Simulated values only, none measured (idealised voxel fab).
The process module presented herein is designated voxel wiring stack.
Square cell edge 5 nm, section width 265 nm, ID cut.
If you're reading a cross-section in this doc, picture square cells in a grid; it comes to you as bands, top ones listed first down to the bottom, and a band can be one or more rows of cells.
The entry gives the band's vertical extent as a top height and a bottom height in nm, then its horizontal make-up as materials from left to right, each with a width in nm. "blank" stands for empty space; a single material marked "throughout" fills the band edge to edge.
We count height from 0. Below that, the starting wafer is all one material. The lowest band never ends at the bottom but goes on down; see "0..down" for how that is written.
Read "30 to 40" as a graded width: first number on top, second number at the bottom, same change between each pair of neighbouring rows.
For the purposes of this document, the phrase "remains unaltered" attached to a step denotes that no cell within the cross-section was modified by that step.
The list in "Enclosed void listing" covers empty spaces of 8 cells or more that cannot reach the top through any open way, and it gives each as width x height at distance; the distance is from the left edge, and width, height and distance are in nm.
That trailing text on a step's line, after the settings, is the simulator's own remark on the step.
overlay nm: on a step with a mask, how far right of its planned place the mask lay; negative means left.

HERE'S WHAT THE PLANNED PROCESS STEPS LOOK LIKE
step 1: RECEIVE with material Si
step 2: CONFORMAL_DEP with material SiO2, thk nm 15
step 3: CONFORMAL_DEP with material SiN, thk nm 5
step 4: DIRECTIONAL_DEP with material lowk, thk nm 25
step 5: DIRECTIONAL_DEP with material aC, thk nm 10
step 6: PATTERN with tone open, mask id METAL_1, material resist, width nm 25, pitch nm 45, thk nm 25, overlay nm 0
step 7: DIRECTIONAL_ETCH with etch materials aC, depth nm 10
step 8: STRIP with etch materials resist
step 9: DIRECTIONAL_ETCH with etch materials lowk, depth nm 25
step 10: DIRECTIONAL_ETCH with etch materials SiN, depth nm 5
step 11: STRIP with etch materials aC
step 12: CONFORMAL_DEP with material TiN, thk nm 5
step 13: FILL_DEP with material Cu, thk nm 10
step 14: CMP with height nm 45
step 15: CONFORMAL_DEP with material SiCN, thk nm 5
step 16: DIRECTIONAL_DEP with material SiO2, thk nm 10
step 17: DIRECTIONAL_DEP with material aC, thk nm 10
step 18: PATTERN with tone open, mask id PLUG_1, material resist, width nm 15, thk nm 25, overlay nm 0
step 19: DIRECTIONAL_ETCH with etch materials aC, depth nm 10
step 20: STRIP with etch materials resist
step 21: DIRECTIONAL_ETCH with etch materials SiO2, depth nm 10
step 22: DIRECTIONAL_ETCH with etch materials SiCN, depth nm 5
step 23: STRIP with etch materials aC
step 24: CONFORMAL_DEP with material TiN, thk nm 5
step 25: FILL_DEP with material Ru, thk nm 10
step 26: CMP with height nm 60
step 27: CONFORMAL_DEP with material SiN, thk nm 5
step 28: DIRECTIONAL_DEP with material SiO2, thk nm 15
step 29: MASKED_ETCH with tone open, mask id METAL_2, width nm 25, pitch nm 45, etch materials SiO2, depth nm 15, overlay nm 0
step 30: MASKED_ETCH with tone open, mask id METAL_2, width nm 25, pitch nm 45, etch materials SiN, depth nm 5, overlay nm 0
step 31: CONFORMAL_DEP with material TiN, thk nm 5
step 32: FILL_DEP with material W, thk nm 10
step 33: CMP with height nm 80
step 34: CONFORMAL_DEP with material SiCN, thk nm 5
step 35: DIRECTIONAL_DEP with material lowk, thk nm 20
step 36: MASKED_ETCH with tone open, mask id PLUG_2, width nm 15, pitch nm 45, etch materials lowk, depth nm 20, overlay nm 0
step 37: MASKED_ETCH with tone open, mask id PLUG_2, width nm 15, pitch nm 45, etch materials SiCN, depth nm 5, overlay nm 0
step 38: CONFORMAL_DEP with material TiN, thk nm 5
step 39: FILL_DEP with material W, thk nm 10
step 40: CMP with height nm 105
step 41: CONFORMAL_DEP with material SiN, thk nm 5
step 42: DIRECTIONAL_DEP with material SiO2, thk nm 20
step 43: DIRECTIONAL_DEP with material aC, thk nm 15
step 44: PATTERN with tone open, mask id METAL_3, material resist, width nm 25, pitch nm 45, thk nm 30, overlay nm 0
step 45: DIRECTIONAL_ETCH with etch materials aC, depth nm 15
step 46: STRIP with etch materials resist
step 47: DIRECTIONAL_ETCH with etch materials SiO2, depth nm 20
step 48: DIRECTIONAL_ETCH with etch materials SiN, depth nm 5
step 49: STRIP with etch materials aC
step 50: CONFORMAL_DEP with material TiN, thk nm 5
step 51: FILL_DEP with material W, thk nm 10
step 52: CMP with height nm 130
step 53: EPI with material Ru, thk nm 5
step 54: FILL_DEP with material SiCN, thk nm 5

WAFER CROSS-SECTION ON RECEIPT, I.E. AFTER STEP 1
0..down: Si throughout
Enclosed void listing: none

CROSS-SECTION AT MODULE END, ONE RUN ERROR; START AND PLAN UNCHANGED FROM ABOVE
140..135: SiCN throughout
135..130: SiCN: 90; Ru: 35; SiCN: 10; Ru: 35; SiCN: 95
130..110: SiO2: 95; TiN: 5; W: 15; TiN: 5; SiO2: 20; TiN: 5; W: 15; TiN: 5; SiO2: 100
110..105: SiN: 95; TiN: 25; SiN: 20; TiN: 25; SiN: 100
105..90: W: 90; TiN: 5; lowk: 15; TiN: 5; W: 20; TiN: 5; lowk: 15; TiN: 5; W: 105
90..85: TiN: 95; lowk: 15; TiN: 30; lowk: 15; TiN: 110
85..80: SiCN throughout
80..65: SiO2: 95; TiN: 5; W: 15; TiN: 5; SiO2: 20; TiN: 5; W: 15; TiN: 5; SiO2: 100
65..60: SiN: 95; TiN: 25; SiN: 20; TiN: 25; SiN: 100
60..50: SiO2: 95; TiN: 5; Ru: 5; TiN: 5; SiO2: 155
50..45: SiCN: 95; TiN: 15; SiCN: 155
45..20: lowk: 95; TiN: 5; Cu: 15; TiN: 5; lowk: 20; TiN: 5; Cu: 15; TiN: 5; lowk: 100
20..15: SiN: 95; TiN: 25; SiN: 20; TiN: 25; SiN: 100
15..0: SiO2 throughout
0..down: Si throughout
Enclosed void listing: none
The plan and the run diverged here: contrary to plan, step 36 was performed as MASKED_ETCH with tone cover, mask id PLUG_2, width nm 15, pitch nm 45, etch materials lowk, depth nm 20, overlay nm 0
